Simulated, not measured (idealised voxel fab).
process module | voxel quadruple lines
cross-section cut | 245 nm wide | cells 5 nm
A cross-section is a grid of square cells, given in bands from the top down. A band is one or more rows of cells.
Each band's line starts with the height of the band's top and of its bottom, in nm. Then come its materials from left to right, each with its width in nm. One material with "throughout" fills the band from edge to edge. "air" is empty space.
Height 0 is the level under which the wafer as received is all one material. The lowest band goes on downwards, as in "0 down".
A width such as "30 to 40" changes by the same amount from each row of cells to the next, from the band's top row to its bottom row.
"no change" after a step means that no cell of the cross-section changed.
closed voids: empty space of 8 cells or more with no open way to the top, each as width x height at its distance from the left edge, in nm
after a step's settings: what the simulator itself notes on the step
overlay nm, on a step with a mask: how far to the right of its planned place the mask lay; to the left if negative
plan
1 op RECEIVE | material Si
2 op CONFORMAL_DEP | material Al2O3 | thk nm 5
3 op DIRECTIONAL_DEP | material TiN | thk nm 10
4 op DIRECTIONAL_DEP | material polySi | thk nm 20
5 op DIRECTIONAL_DEP | material aC | thk nm 20
6 op PATTERN | tone cover | mask id MANDREL | material resist | width nm 20 | pitch nm 60 | thk nm 25 | overlay nm 0
7 op DIRECTIONAL_ETCH | etch materials aC | depth nm 20
8 op STRIP | etch materials resist
9 op CONFORMAL_DEP | material SiO2 | thk nm 10
10 op DIRECTIONAL_ETCH | etch materials SiO2 | depth nm 10
11 op STRIP | etch materials aC
12 op DIRECTIONAL_ETCH | etch materials polySi | depth nm 20
13 op STRIP | etch materials SiO2
14 op CONFORMAL_DEP | material SiCN | thk nm 5
15 op DIRECTIONAL_ETCH | etch materials SiCN | depth nm 5
16 op STRIP | etch materials polySi
17 op DIRECTIONAL_ETCH | etch materials TiN | depth nm 10
18 op STRIP | etch materials SiCN
19 op FILL_DEP | material SiO2 | thk nm 5
20 op CMP | height nm 15
as received, after step 1
  0 down: Si throughout
  closed voids: none
a wafer at the end: this start, this plan, one mistake
  15 to 5: SiO2 60 | TiN 5 | SiO2 10 | TiN 5 | SiO2 20 | TiN 5 | SiO2 10 | TiN 10 | SiO2 10 | TiN 5 | SiO2 20 | TiN 5 | SiO2 10 | TiN 5 | SiO2 65
  5 to 0: Al2O3 throughout
  0 down: Si throughout
  closed voids: none
what went wrong: step 6 ran as: op PATTERN | tone cover | mask id MANDREL | material resist | width nm 30 | pitch nm 60 | thk nm 25 | overlay nm 0
